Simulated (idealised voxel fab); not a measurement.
Herein follows the process module entitled voxel double patterning.
Xsec cut, 260 nm wide, square cell size 5 nm.
How to read a cross-section here: the picture is a grid of square cells, written as bands going from the top down, and any band can span one or more rows of cells. What a band's entry tells you: where the top is and where the bottom is, as heights in nm, and after that what lies inside, material by material from left to right, each with its width in nm. Empty space is written as the word "blank", and a single material marked with the word "full width" occupies the band from edge to edge. The reference from which all heights are counted is 0, the level beneath which the as-received wafer is entirely one material; the lowest band, having no lower bound, proceeds downward and is written after the example "from 0 down". A two-number width, for instance "30->40", indicates that the width is equal to the first number in the top row of the band and to the second number in the bottom row, and that it changes by a constant amount per row of cells. For the purposes of this document, the phrase "no alteration" attached to a step denotes that no cell within the cross-section was modified by that step. So "Enclosed voids" is basically the list of trapped voids: any empty space of 8 cells or more that can't reach the top through an opening. They're written width x height at distance, the distance being from the left edge, and it's all nm. Heads up: the bit after the settings on a step's line is the simulator's remark on that step. Regarding "overlay nm": on a step with a mask, it is the distance the mask lay to the right of its planned place; a negative value places it to the left.
LIST OF PLANNED PROCESS STEPS
1,RECEIVE with material Si
2,CONFORMAL_DEP with material SiO2, thk nm 5
3,DIRECTIONAL_DEP with material polySi, thk nm 20
4,DIRECTIONAL_DEP with material SiN, thk nm 5
5,PATTERN with tone open, mask id FIRST, material resist, width nm 15, pitch nm 50, thk nm 20, overlay nm 0
6,DIRECTIONAL_ETCH with etch materials SiN, depth nm 5
7,STRIP with etch materials resist
8,MASKED_ETCH with tone open, mask id SECOND, width nm 15, pitch nm 50, etch materials SiN, depth nm 5, overlay nm 0
9,DIRECTIONAL_ETCH with etch materials polySi, depth nm 20
10,STRIP with etch materials SiN
RECEIVED-STATE CROSS-SECTION, REFLECTING COMPLETION OF STEP 1
  from 0 down | Si full width
  Enclosed voids: none
CROSS-SECTIONAL IMAGE OF THE FIRST OF TWO WAFERS AT THE END OF THE MODULE, THE RUN HAVING PROCEEDED AS PLANNED
  from 25 to 5 | polySi 70 | blank 15 | polySi 10 | blank 15 | polySi 10 | blank 15 | polySi 10 | blank 15 | polySi 10 | blank 15 | polySi 75
  from 5 to 0 | SiO2 full width
  from 0 down | Si full width
  Enclosed voids: none
CROSS-SECTIONAL VIEW: SECOND OF TWO WAFERS, END OF MODULE; START AND PLAN IDENTICAL TO THE FIRST, ONE MISTAKE IN RUNNING
  from 10 to 5 | polySi full width
  from 5 to 0 | SiO2 full width
  from 0 down | Si full width
  Enclosed voids: none
Heads up, the wafer didn't run the way we planned it: step 4, actual vs plan mismatch, actual run DIRECTIONAL_DEP with material polySi, thk nm 5
Upon completion, the second wafer contains, in terms of cells, a greater or smaller amount of certain materials than the first wafer: polySi -96
